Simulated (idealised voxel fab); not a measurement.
Title: Process Module voxel self aligned contacts
cross-section cut | 200 nm wide | cells 5 nm
Bands, listed from the top down, are how a cross-section gets written in this document; the cross-section itself is a grid of square cells, and a band is one or more rows of them. The band entry comprises the height of the band's top followed by the height of its bottom, expressed in nm, and subsequently the band's materials from left to right, each stated together with its width in nm. Where a single material is marked with the word "all across", that material fills the band from edge to edge. The word "blank" represents empty space. All heights in this document are referenced to 0, defined as the level beneath which the wafer, as received, consists entirely of one material. The lowest band is not bounded below; it extends indefinitely downward and is written in the form "0 nm and below". A width such as "30->40" changes by the same amount from each row of cells to the next, from the band's top row to its bottom row. Basically "stayed the same" means that step didn't change any cell in the cross-section. Listed in "Unvented voids": every empty space of 8 or more cells without an open way to the top. Form: width x height at distance, the distance being from the left edge, all in nm. Whatever follows a step's settings on its line is a remark the simulator itself makes about that step. Steps that use a mask can have "overlay nm" on their line. It says how far the mask sat to the right of where it was meant to be. Negative means to the left.

**Process steps (planned)**
| 1 | RECEIVE: material Si |
| 2 | OXIDIZE: depth nm 5 |
| 3 | DIRECTIONAL_DEP: material polySi, thk nm 25 |
| 4 | DIRECTIONAL_DEP: material SiN, thk nm 20 |
| 5 | DIRECTIONAL_DEP: material aC, thk nm 10 |
| 6 | PATTERN: tone cover, mask id GATE, material resist, width nm 30, pitch nm 65, thk nm 30, overlay nm 0 |
| 7 | DIRECTIONAL_ETCH: etch materials aC, depth nm 10 |
| 8 | STRIP: etch materials resist |
| 9 | DIRECTIONAL_ETCH: etch materials SiN, depth nm 20 |
| 10 | DIRECTIONAL_ETCH: etch materials polySi, depth nm 25 |
| 11 | STRIP: etch materials aC |
| 12 | CONFORMAL_DEP: material SiN, thk nm 10 |
| 13 | DIRECTIONAL_ETCH: etch materials SiN, depth nm 10 |
| 14 | FILL_DEP: material SiO2, thk nm 15 |
| 15 | CMP: height nm 55 |
| 16 | DIRECTIONAL_DEP: material aC, thk nm 15 |
| 17 | PATTERN: tone open, mask id CONTACT, material resist, width nm 45, thk nm 30, overlay nm 0 |
| 18 | DIRECTIONAL_ETCH: etch materials aC, depth nm 15 |
| 19 | STRIP: etch materials resist |
| 20 | DIRECTIONAL_ETCH: etch materials SiO2, depth nm 60 |
| 21 | STRIP: etch materials aC |
| 22 | CONFORMAL_DEP: material TiN, thk nm 5 |
| 23 | FILL_DEP: material Ru, thk nm 5 |
| 24 | CMP: height nm 55 |
| 25 | CONFORMAL_DEP: material SiCN, thk nm 5 |

**Cross-section of the incoming wafer, state after step 1**
	0 nm and below = Si all across
	Unvented voids: none

**The first of two wafers, cross-sectioned at the end of the module, with the run proceeding as planned**
	60 nm to 55 nm = SiCN all across
	55 nm to 45 nm = SiO2: 75  TiN: 5->20  Ru: 35->5  TiN: 5->20  SiO2: 80
	45 nm to 25 nm = SiO2: 40  SiN: 50  TiN: 5  Ru: 5  TiN: 5  SiN: 50  SiO2: 45
	25 nm to 0 nm = SiO2: 40  SiN: 10  polySi: 30  SiN: 10  TiN: 5  Ru: 5  TiN: 5  SiN: 10  polySi: 30  SiN: 10  SiO2: 45
	0 nm to -5 nm = SiO2: 90  TiN: 15  SiO2: 95
	-5 nm and below = Si all across
	Unvented voids: none

**second wafer at the end: like start, like plan, one mistake**
	60 nm to 55 nm = polySi all across
	55 nm to 45 nm = SiO2: 75  TiN: 5->20  Ru: 35->5  TiN: 5->20  SiO2: 80
	45 nm to 25 nm = SiO2: 40  SiN: 50  TiN: 5  Ru: 5  TiN: 5  SiN: 50  SiO2: 45
	25 nm to 0 nm = SiO2: 40  SiN: 10  polySi: 30  SiN: 10  TiN: 5  Ru: 5  TiN: 5  SiN: 10  polySi: 30  SiN: 10  SiO2: 45
	0 nm to -5 nm = SiO2: 90  TiN: 15  SiO2: 95
	-5 nm and below = Si all across
	Unvented voids: none
Plan not followed: it should be noted that step 25 was executed with settings other than those planned, the operation and settings actually applied being CONFORMAL_DEP: material polySi, thk nm 5
Wafer comparison, final, in cells, second relative to first, materials more or fewer: SiCN -40, polySi +40
